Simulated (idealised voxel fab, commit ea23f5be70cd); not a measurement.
Module name: voxel gate over fins (process module)
In the cross-section labelled cut, the width is 215 nm and each square cell is 5 nm.
Bands, listed from the top down, are how a cross-section gets written in this document; the cross-section itself is a grid of square cells, and a band is one or more rows of them.
Band entry format. Leading values: height of top, height of bottom, nm. Remainder: materials in left-to-right order, each with its width in nm. Special words: "full width" on a single material, which then fills the band edge to edge; "blank", empty space.
It should be noted that heights are counted from 0, beneath which the wafer as supplied is of one material throughout, and that the lowest band possesses no lower boundary but continues downward, as written in "0..down".
The expression "30 to 40" gives the width at the extremes of the band, the first number at its top row of cells and the second at its bottom row, with the width changing by equal amounts from each row to the next in between.
The designation "no alterations made", where it is given for a processing step, indicates that no cell of the cross-section was altered in the course of that step.
So "Closed internal voids" is basically the list of trapped voids: any empty space of 8 cells or more that can't reach the top through an opening. They're written width x height at distance, the distance being from the left edge, and it's all nm.
Formally, on a step line, whatever follows the settings is a remark that the simulator itself makes on the step.
For masked steps, "overlay nm" on the step line gives how far right of plan the mask actually lay; a minus sign means it lay to the left.
# Listed below are the process steps as planned
1,RECEIVE [material Si]
2,CONFORMAL_DEP [material SiN] [thk nm 5]
3,MASKED_ETCH [tone cover] [mask id FINS] [width nm 15] [pitch nm 60] [etch materials SiN] [depth nm 5] [overlay nm 0]
4,MASKED_ETCH [tone cover] [mask id FINS] [width nm 15] [pitch nm 60] [etch materials Si] [depth nm 30] [overlay nm 0]
5,FILL_DEP [material SiO2] [thk nm 5]
6,CMP [height nm 5]
7,MASKED_ETCH [tone open] [mask id RAIL] [width nm 15] [etch materials SiO2] [depth nm 30] [overlay nm 0]
8,CONFORMAL_DEP [material TiN] [thk nm 5]
9,FILL_DEP [material W] [thk nm 5]
10,CMP [height nm 5]
11,SELECTIVE_ETCH [etch materials W Ru TiN] [depth nm 25]
12,FILL_DEP [material SiO2] [thk nm 5]
13,CMP [height nm 5]
14,SELECTIVE_ETCH [etch materials SiO2] [depth nm 15]
15,STRIP [etch materials SiN]
16,CONFORMAL_DEP [material HfO2] [thk nm 5]
17,CONFORMAL_DEP [material TiN] [thk nm 5]
18,CONFORMAL_DEP [material TiAl] [thk nm 5]
19,CONFORMAL_DEP [material TiN] [thk nm 5]
20,FILL_DEP [material W] [thk nm 10]
21,CMP [height nm 25]
22,CONFORMAL_DEP [material SiN] [thk nm 5]
# Cross-section: wafer on arrival = after step 1
> 0..down  Si full width
> Closed internal voids: none
# Cross-sectional result after module completion. Note: starting condition and plan are unchanged from above; one processing mistake was made
> 30..25  SiN full width
> 25..20  40 nm W  5 nm TiN  125 nm TiAl  5 nm TiN  40 nm W
> 20..15  45 nm TiN  5 nm TiAl  55 nm TiN  5 nm TiAl  55 nm TiN  5 nm TiAl  45 nm TiN
> 15..10  50 nm TiAl  55 nm TiN  5 nm TiAl  55 nm TiN  50 nm TiAl
> 10..5  TiN full width
> 5..0  65 nm TiN  25 nm HfO2  35 nm TiN  25 nm HfO2  65 nm TiN
> 0..-5  65 nm TiN  5 nm HfO2  15 nm Si  5 nm HfO2  35 nm TiN  5 nm HfO2  15 nm Si  5 nm HfO2  65 nm TiN
> -5..-10  70 nm HfO2  15 nm Si  45 nm HfO2  15 nm Si  70 nm HfO2
> -10..-20  70 nm SiO2  15 nm Si  45 nm SiO2  15 nm Si  70 nm SiO2
> -20..-25  70 nm SiO2  15 nm Si  15 nm SiO2  15 nm TiN  15 nm SiO2  15 nm Si  70 nm SiO2
> -25..-30  70 nm SiO2  15 nm Si  45 nm SiO2  15 nm Si  70 nm SiO2
> -30..down  Si full width
> Closed internal voids: none
Deviation from plan: step 17 went in with a setting other than planned; the actual run was CONFORMAL_DEP [material TiN] [thk nm 15]
